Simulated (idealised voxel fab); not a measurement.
You're looking at the process module voxel lift off.
This is section cut - it's 205 nm across, gridded in 5 nm square cells.
Bands, listed from the top down, are how a cross-section gets written in this document; the cross-section itself is a grid of square cells, and a band is one or more rows of them. Look at the band entry: it leads with the top's height and the bottom's height in nm. Then it lists the materials left to right, with a width in nm for each. The word "all across" on a single material says that material fills the band edge to edge. The word "blank" is empty space. Beneath 0, the wafer as received is one material, and that level is where height counting begins. The lowest band goes on downward without a bottom; it is written like "0..down". Width spec "30 to 40" -> top row of cells at first value, bottom row at second value, equal per-row change in between. It should be understood that the words "stayed the same", when stated for a given step, signify that the cross-section underwent no change in any of its cells during that step. "Sealed-off cavities": empty spaces of 8 cells or more with no open way to the top, each given as width x height at distance, distance from the left edge, all in nm. Anything after a step's settings on that line? It's the simulator's own note about the step. "overlay nm" denotes, for a step that has a mask, the displacement of the mask to the right of its planned place, with negative values corresponding to the left.
## Planned step list for the process
1) RECEIVE [material Si]
2) CONFORMAL_DEP [material SiN] [thk nm 5]
3) PATTERN [tone open] [mask id LINES] [material resist] [width nm 15] [pitch nm 40] [thk nm 25] [overlay nm -15]
4) DIRECTIONAL_DEP [material Ru] [thk nm 15]
5) STRIP [etch materials resist]
6) CONFORMAL_DEP [material SiO2] [thk nm 5]
It is noted that the wafers described herein are identical at the outset and are distinguished by the overlay nm of step 3; the value stated in the plan corresponds to the first wafer.
## After step 1, as received: first of several wafers, cross-section
- 0..down | Si all across
- Sealed-off cavities: none
## Depicted here is the first of several wafers in cross-section, at module completion following the last step, step 6
- 25..20 | 55 nm blank  25 nm SiO2  15 nm blank  25 nm SiO2  85 nm blank
- 20..10 | 55 nm blank  5 nm SiO2  15 nm Ru  5 nm SiO2  15 nm blank  5 nm SiO2  15 nm Ru  5 nm SiO2  85 nm blank
- 10..5 | 60 nm SiO2  15 nm Ru  25 nm SiO2  15 nm Ru  90 nm SiO2
- 5..0 | SiN all across
- 0..down | Si all across
- Sealed-off cavities: none
## Last wafer x-sec, end of module
- 25..20 | 85 nm blank  25 nm SiO2  15 nm blank  25 nm SiO2  55 nm blank
- 20..10 | 85 nm blank  5 nm SiO2  15 nm Ru  5 nm SiO2  15 nm blank  5 nm SiO2  15 nm Ru  5 nm SiO2  55 nm blank
- 10..5 | 90 nm SiO2  15 nm Ru  25 nm SiO2  15 nm Ru  60 nm SiO2
- 5..0 | SiN all across
- 0..down | Si all across
- Sealed-off cavities: none
## Tabulated below, wafer by wafer, are the end-of-module results: for each material, the number of cells gained (+) or lost (-) relative to the as-received state, followed by the closed voids
overlay nm -15, +18 Ru, +41 SiN, +53 SiO2, Sealed-off cavities: none
overlay nm -10, +18 Ru, +41 SiN, +53 SiO2, Sealed-off cavities: none
overlay nm -5, +18 Ru, +41 SiN, +53 SiO2, Sealed-off cavities: none
overlay nm 0, +18 Ru, +41 SiN, +53 SiO2, Sealed-off cavities: none
overlay nm 5, +18 Ru, +41 SiN, +53 SiO2, Sealed-off cavities: none
overlay nm 10, +18 Ru, +41 SiN, +53 SiO2, Sealed-off cavities: none
overlay nm 15, +18 Ru, +41 SiN, +53 SiO2, Sealed-off cavities: none
